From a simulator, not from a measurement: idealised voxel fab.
The name of this process module is voxel ribs on slabs.
FYI the section here is cut, 285 nm wide, cells are 5 nm squares.
Format of a cross-section: grid, square cells. Given as bands. Order: top down. Band: one or more rows of cells.
In this notation a band is specified by the heights of its top and bottom, in that order and in nm, after which its materials appear from left to right, each paired with its width in nm. The word "edge to edge" attached to a single material means that material fills the band from edge to edge; the word "air" stands for empty space.
Basically, 0 is our baseline, since under it the wafer straight out of the box is all one material. The bottom band has no lower end and keeps on going down, so it looks like "0 down".
Width "30..40": first value at the band's top row of cells, second value at its bottom row, equal change from row to row.
What does "nothing was modified" mean for a step? It means no cell of the cross-section changed in that step.
The label "Voids lacking openings" introduces a list of the empty spaces, 8 cells or larger, that have no open way up to the top; each entry in it reads width x height at distance, where the distance is taken from the left edge and all three are stated in nm.
Heads up: the bit after the settings on a step's line is the simulator's remark on that step.
When a step includes a mask, the "overlay nm" setting on its line states how far to the right of its planned place that mask lay, and negative values state how far to the left.

[Process steps - plan]
| 1 | RECEIVE | material Si |
| 2 | DIRECTIONAL_DEP | material SiO2 | thk nm 30 |
| 3 | DIRECTIONAL_DEP | material SiN | thk nm 20 |
| 4 | DIRECTIONAL_DEP | material aC | thk nm 15 |
| 5 | PATTERN | tone cover | mask id RIB | material resist | width nm 30 | thk nm 30 | overlay nm 0 |
| 6 | DIRECTIONAL_ETCH | etch materials aC | depth nm 15 |
| 7 | STRIP | etch materials resist |
| 8 | DIRECTIONAL_ETCH | etch materials SiN | depth nm 5 |
| 9 | STRIP | etch materials aC |
| 10 | DIRECTIONAL_DEP | material aC | thk nm 15 |
| 11 | PATTERN | tone cover | mask id SLAB | material resist | width nm 60 | thk nm 35 | overlay nm 0 |
| 12 | DIRECTIONAL_ETCH | etch materials aC | depth nm 15 |
| 13 | STRIP | etch materials resist |
| 14 | DIRECTIONAL_ETCH | etch materials SiN | depth nm 15 |
| 15 | STRIP | etch materials aC |
| 16 | FILL_DEP | material SiO2 | thk nm 25 |
| 17 | CMP | height nm 65 |
| 18 | DIRECTIONAL_DEP | material W | thk nm 10 |
| 19 | PATTERN | tone cover | mask id HEATER | material resist | width nm 40 | thk nm 20 | overlay nm 0 |
| 20 | DIRECTIONAL_ETCH | etch materials W | depth nm 10 |
| 21 | STRIP | etch materials resist |
| 22 | CONFORMAL_DEP | material SiN | thk nm 10 |

[Step 1 complete: cross-section of the wafer as received]
* 0 down  Si edge to edge
* Voids lacking openings: none

[Result of the module, cross-sectioned: start per above, plan per above, one error in how it was run]
* 85 to 75  110 of air, 60 of SiN, 115 of air
* 75 to 65  120 of SiN, 40 of W, 125 of SiN
* 65 to 50  SiO2 edge to edge
* 50 to 45  110 of SiO2, 15 of SiN, 30 of SiO2, 15 of SiN, 115 of SiO2
* 45 to 35  110 of SiO2, 60 of SiN, 115 of SiO2
* 35 to 30  SiN edge to edge
* 30 to 0  SiO2 edge to edge
* 0 down  Si edge to edge
* Voids lacking openings: none
Against the plan, the run slipped here: rather than as planned, step 5 actually ran as PATTERN | tone open | mask id RIB | material resist | width nm 30 | thk nm 30 | overlay nm 0
